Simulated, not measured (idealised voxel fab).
voxel self aligned vias: a process module
Cross-section cut: width 195 nm, square cells of 5 nm.
Cross-section = grid of square cells, listed top down in bands; band = one or more rows. Read a band's entry like this: the first values are the height of its top and the height of its bottom in nm, and what follows is the sequence of materials from left to right, each with its width in nm. Note that "blank" is empty space, and that a single material marked "throughout" reaches across the band from edge to edge. Note: height 0 marks the level under which the wafer is uniformly one material as received. Lowest band unbounded below, written "z 0 and below". A width given as "30..40" starts at the first number in the band's top row and ends at the second number in its bottom row, shifting by an equal amount at every step from row to row. Take "identical to before" at face value: in the step it is given for, the cross-section changed in none of its cells. For the entry "Closed void list", the listed items are empty spaces with no open way to the top whose size is 8 cells or more; each item follows the pattern width x height at distance, where distance is from the left edge and all three are in nm. If you see something after the settings on a step's line, that's the simulator's own remark about that step. Steps that use a mask can have "overlay nm" on their line. It says how far the mask sat to the right of where it was meant to be. Negative means to the left.

### Here's what the planned process steps look like
1: RECEIVE [material Si]
2: CONFORMAL_DEP [material SiO2] [thk nm 10]
3: CONFORMAL_DEP [material SiCN] [thk nm 5]
4: DIRECTIONAL_DEP [material SiO2] [thk nm 20]
5: MASKED_ETCH [tone open] [mask id LINES] [width nm 25] [pitch nm 65] [etch materials SiO2] [depth nm 20] [overlay nm 0]
6: CONFORMAL_DEP [material TiN] [thk nm 5]
7: FILL_DEP [material Ru] [thk nm 5]
8: CMP [height nm 35]
9: SELECTIVE_ETCH [etch materials W Ru TiN] [depth nm 5]
10: FILL_DEP [material SiN] [thk nm 5]
11: CMP [height nm 35]
12: DIRECTIONAL_DEP [material SiO2] [thk nm 15]
13: DIRECTIONAL_DEP [material aC] [thk nm 10]
14: PATTERN [tone open] [mask id VIAS] [material resist] [width nm 35] [thk nm 25] [overlay nm 0]
15: DIRECTIONAL_ETCH [etch materials aC] [depth nm 10]
16: STRIP [etch materials resist]
17: DIRECTIONAL_ETCH [etch materials SiO2] [depth nm 15]
18: DIRECTIONAL_ETCH [etch materials SiN] [depth nm 5]
19: STRIP [etch materials aC]
20: CONFORMAL_DEP [material TiN] [thk nm 5]
21: FILL_DEP [material Cu] [thk nm 10]
22: CMP [height nm 50]
23: CONFORMAL_DEP [material SiCN] [thk nm 5]
Across this set of wafers, the varied parameter is the width nm of step 14. Starting conditions are identical for every wafer, and the plan reports the value assigned to the first wafer.

### Cut through the first of several wafers as received, post step 1
* z 0 and below = Si throughout
* Closed void list: none

### Module end state after final step 23: cross-section of the first of several wafers
* z 55 to 50 = SiCN throughout
* z 50 to 40 = SiO2 45, TiN 5, Cu 25, TiN 5, SiO2 115
* z 40 to 35 = SiO2 45, TiN 10, Cu 15, TiN 10, SiO2 115
* z 35 to 30 = SiO2 50, TiN 25, SiO2 40, SiN 25, SiO2 55
* z 30 to 20 = SiO2 50, TiN 5, Ru 15, TiN 5, SiO2 40, TiN 5, Ru 15, TiN 5, SiO2 55
* z 20 to 15 = SiO2 50, TiN 25, SiO2 40, TiN 25, SiO2 55
* z 15 to 10 = SiCN throughout
* z 10 to 0 = SiO2 throughout
* z 0 and below = Si throughout
* Closed void list: none

### Final wafer of several, shown in cross-section at the end of the module
* z 55 to 50 = SiCN throughout
* z 50 to 40 = SiO2 35, TiN 5, Cu 50, TiN 5, SiO2 100
* z 40 to 35 = SiO2 35, TiN 20, Cu 15, TiN 25, SiO2 100
* z 35 to 30 = SiO2 50, TiN 25, SiO2 40, SiN 25, SiO2 55
* z 30 to 20 = SiO2 50, TiN 5, Ru 15, TiN 5, SiO2 40, TiN 5, Ru 15, TiN 5, SiO2 55
* z 20 to 15 = SiO2 50, TiN 25, SiO2 40, TiN 25, SiO2 55
* z 15 to 10 = SiCN throughout
* z 10 to 0 = SiO2 throughout
* z 0 and below = Si throughout
* Closed void list: none

### Below is a per-wafer table. In it, each row describes the wafer at the end of the module by giving, for each material, the number of cells gained (+) or lost (-) since the wafer was received, and after that the closed voids of the wafer
width nm 35; +13 Cu; +12 Ru; +78 SiCN; +5 SiN; +290 SiO2; +31 TiN; Closed void list: none
width nm 40; +15 Cu; +12 Ru; +78 SiCN; +5 SiN; +287 SiO2; +32 TiN; Closed void list: none
width nm 45; +17 Cu; +12 Ru; +78 SiCN; +5 SiN; +284 SiO2; +33 TiN; Closed void list: none
width nm 50; +19 Cu; +12 Ru; +78 SiCN; +5 SiN; +281 SiO2; +34 TiN; Closed void list: none
width nm 55; +21 Cu; +12 Ru; +78 SiCN; +5 SiN; +278 SiO2; +35 TiN; Closed void list: none
width nm 60; +23 Cu; +12 Ru; +78 SiCN; +5 SiN; +275 SiO2; +36 TiN; Closed void list: none
